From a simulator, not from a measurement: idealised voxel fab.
Process module heading - voxel released beams
In the cross-section labelled cut, the width is 255 nm and each square cell is 5 nm.
A cross-section is a grid of square cells, given in bands from the top down. A band is one or more rows of cells.
Within each band entry, the heights of the top and of the bottom of the band appear first, in that order and in nm; the materials of the band then follow from left to right, each with its corresponding width in nm. The designation "all across" on a single material indicates that it fills the band from edge to edge; the designation "empty" indicates empty space.
Note: height 0 marks the level under which the wafer is uniformly one material as received. Lowest band unbounded below, written "0 and below".
You'd read "30 to 40" like this: the band's top row of cells is as wide as the first number, its bottom row is as wide as the second, and going down, every row changes width by the same amount as the row before did.
The cross-section has no changed cell in any step marked "remains unaltered".
In the "Enclosed cavities" entry, you get each enclosed empty space of 8 cells or more, one with no open way to the top, written width x height at distance, distance from the left edge, in nm.
Past the settings on a step's line: simulator remark, on that step.
overlay nm: mask right of planned place by this much (step with mask). Neg. = left.

Process steps foreseen in the plan
| 1 | RECEIVE with material Si |
| 2 | CONFORMAL_DEP with material SiN, thk nm 5 |
| 3 | DIRECTIONAL_DEP with material SiO2, thk nm 15 |
| 4 | DIRECTIONAL_DEP with material aC, thk nm 10 |
| 5 | PATTERN with tone open, mask id ANCHOR, material resist, width nm 35, thk nm 30, overlay nm 0 |
| 6 | DIRECTIONAL_ETCH with etch materials aC, depth nm 10 |
| 7 | STRIP with etch materials resist |
| 8 | DIRECTIONAL_ETCH with etch materials SiO2, depth nm 15 |
| 9 | STRIP with etch materials aC |
| 10 | CONFORMAL_DEP with material TiN, thk nm 15 |
| 11 | DIRECTIONAL_DEP with material aC, thk nm 10 |
| 12 | PATTERN with tone cover, mask id BEAM, material resist, width nm 80, thk nm 25, overlay nm 0 |
| 13 | DIRECTIONAL_ETCH with etch materials aC, depth nm 10 |
| 14 | STRIP with etch materials resist |
| 15 | DIRECTIONAL_ETCH with etch materials TiN, depth nm 15 |
| 16 | STRIP with etch materials aC |
| 17 | STRIP with etch materials SiO2 |

Cross-section of the incoming wafer, state after step 1
* 0 and below: Si all across
* Enclosed cavities: none

First wafer at the end, as planned
* 35 down to 20: 85 of empty  20 of TiN  5 of empty  55 of TiN  90 of empty
* 20 down to 5: 90 of empty  35 of TiN  130 of empty
* 5 down to 0: SiN all across
* 0 and below: Si all across
* Enclosed cavities: none

This cross-section belongs to the second wafer of two at the end of the module; the start and the plan were shared with the first, and the run included one mistake
* 35 down to 20: 85 of empty  25 of TiN  5 of empty  50 of TiN  90 of empty
* 20 down to 5: 95 of empty  35 of TiN  125 of empty
* 5 down to 0: SiN all across
* 0 and below: Si all across
* Enclosed cavities: none
Finding, execution versus plan: step 5 ran with different settings than intended, the actual operation and settings being PATTERN with tone open, mask id ANCHOR, material resist, width nm 35, thk nm 30, overlay nm 5
Heads up: at the end the two wafers have identical cell counts per material, they're just laid out differently.
